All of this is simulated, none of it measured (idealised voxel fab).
This section sets out a process module, namely voxel transistor to metal.
Each square cell in cross-section cut measures 5 nm, and the section as a whole is 200 nm wide.
If you're reading a cross-section in this doc, picture square cells in a grid; it comes to you as bands, top ones listed first down to the bottom, and a band can be one or more rows of cells. Top, bottom (nm), then materials left to right with widths (nm); lone material tagged "everywhere" fills the whole band edge to edge; "empty" = empty space. The reference from which all heights are counted is 0, the level beneath which the as-received wafer is entirely one material; the lowest band, having no lower bound, proceeds downward and is written after the example "0..down". So if you see something like "30..40" for the width, read it as the top row of the band sitting at the first number and the bottom row at the second, with every row in between moving by the same amount as the last. The designation "everything unchanged", where it is given for a processing step, indicates that no cell of the cross-section was altered in the course of that step. Enclosed voids (no open way to top), threshold 8 cells or more, entry "Closed void entries", notation width x height at distance, distance from left edge, nm. It should be noted that, on the line of a given step, the content following the step's settings is a remark produced by the simulator itself with respect to that step. Among the settings permitted on a step's line is "overlay nm"; applied to a step with a mask, it specifies the extent to which the mask lay to the right of its planned position, whereas a negative figure signifies a position to the left.

# Process steps - plan
- 1: RECEIVE with material Si
- 2: CONFORMAL_DEP with material SiO2, thk nm 5
- 3: CONFORMAL_DEP with material SiN, thk nm 15
- 4: MASKED_ETCH with tone cover, mask id ACTIVE, width nm 95, etch materials SiN, depth nm 15, overlay nm 0
- 5: MASKED_ETCH with tone cover, mask id ACTIVE, width nm 95, etch materials SiO2, depth nm 5, overlay nm 0
- 6: MASKED_ETCH with tone cover, mask id ACTIVE, width nm 95, etch materials Si, depth nm 20, overlay nm 0
- 7: OXIDIZE with depth nm 5
- 8: FILL_DEP with material SiO2, thk nm 10
- 9: CMP with height nm 20
- 10: SELECTIVE_ETCH with etch materials SiO2, depth nm 10
- 11: STRIP with etch materials SiN
- 12: SELECTIVE_ETCH with etch materials SiO2, depth nm 5
- 13: OXIDIZE with depth nm 5
- 14: DIRECTIONAL_DEP with material polySi, thk nm 30
- 15: DIRECTIONAL_DEP with material SiCN, thk nm 15
- 16: PATTERN with tone cover, mask id GATE, material resist, width nm 15, thk nm 20, overlay nm 0
- 17: DIRECTIONAL_ETCH with etch materials SiCN, depth nm 25
- 18: DIRECTIONAL_ETCH with etch materials polySi, depth nm 40
- 19: STRIP with etch materials resist
- 20: CONFORMAL_DEP with material SiO2, thk nm 5
- 21: DIRECTIONAL_ETCH with etch materials SiO2, depth nm 5
- 22: CONFORMAL_DEP with material SiN, thk nm 5
- 23: DIRECTIONAL_ETCH with etch materials SiN, depth nm 5
- 24: DIRECTIONAL_ETCH with etch materials SiO2, depth nm 5
- 25: DIRECTIONAL_ETCH with etch materials Si, depth nm 15
- 26: EPI with material pSi, thk nm 20
- 27: FILL_DEP with material SiO2, thk nm 5
- 28: CMP with height nm 45
- 29: DIRECTIONAL_DEP with material SiO2, thk nm 10
- 30: PATTERN with tone open, mask id CONTACT, material resist, width nm 20, pitch nm 65, thk nm 20, overlay nm 0
- 31: DIRECTIONAL_ETCH with etch materials SiO2, depth nm 55
- 32: STRIP with etch materials resist
- 33: CONFORMAL_DEP with material TiN, thk nm 5
- 34: FILL_DEP with material Ru, thk nm 5
- 35: CMP with height nm 55
- 36: DIRECTIONAL_DEP with material TiN, thk nm 5
- 37: DIRECTIONAL_DEP with material W, thk nm 25
- 38: MASKED_ETCH with tone cover, mask id METAL_1, width nm 20, pitch nm 65, etch materials W, depth nm 25, overlay nm 0
- 39: MASKED_ETCH with tone cover, mask id METAL_1, width nm 20, pitch nm 65, etch materials TiN, depth nm 5, overlay nm 0
- 40: CONFORMAL_DEP with material SiCN, thk nm 5
- 41: FILL_DEP with material lowk, thk nm 5
- 42: CMP with height nm 85
- 43: CONFORMAL_DEP with material SiCN, thk nm 5
- 44: DIRECTIONAL_DEP with material SiO2, thk nm 35
- 45: MASKED_ETCH with tone open, mask id METAL_2, width nm 20, pitch nm 65, etch materials SiO2, depth nm 20, overlay nm 0
- 46: MASKED_ETCH with tone open, mask id METAL_2_HOLES, width nm 15, pitch nm 65, etch materials SiO2, depth nm 15, overlay nm 0
- 47: MASKED_ETCH with tone open, mask id METAL_2_HOLES, width nm 15, pitch nm 65, etch materials SiCN, depth nm 5, overlay nm 0
- 48: CONFORMAL_DEP with material TiN, thk nm 5
- 49: FILL_DEP with material Cu, thk nm 5
- 50: CMP with height nm 125
- 51: CONFORMAL_DEP with material SiN, thk nm 5
For this document, wafers share an identical start and vary in the step 6 depth nm; the plan quotes the first wafer's value.

# first wafer as received, after step 1
* 0..down: Si everywhere
* Closed void entries: none

# wafer rows; end of module; cells per material since receipt: (+) gained, (-) lost; then closed voids
depth nm 20; +20 Cu; +28 Ru; -162 Si; +95 SiCN; +60 SiN; +651 SiO2; +86 TiN; +40 W; +140 lowk; +64 pSi; +18 polySi; Closed void entries: none
depth nm 25; +20 Cu; +28 Ru; -185 Si; +95 SiCN; +60 SiN; +674 SiO2; +86 TiN; +40 W; +140 lowk; +64 pSi; +18 polySi; Closed void entries: none
depth nm 30; +20 Cu; +28 Ru; -208 Si; +95 SiCN; +60 SiN; +697 SiO2; +86 TiN; +40 W; +140 lowk; +64 pSi; +18 polySi; Closed void entries: none
depth nm 35; +20 Cu; +28 Ru; -231 Si; +95 SiCN; +60 SiN; +720 SiO2; +86 TiN; +40 W; +140 lowk; +64 pSi; +18 polySi; Closed void entries: none
depth nm 40; +20 Cu; +28 Ru; -254 Si; +95 SiCN; +60 SiN; +743 SiO2; +86 TiN; +40 W; +140 lowk; +64 pSi; +18 polySi; Closed void entries: none
depth nm 45; +20 Cu; +28 Ru; -277 Si; +95 SiCN; +60 SiN; +766 SiO2; +86 TiN; +40 W; +140 lowk; +64 pSi; +18 polySi; Closed void entries: none
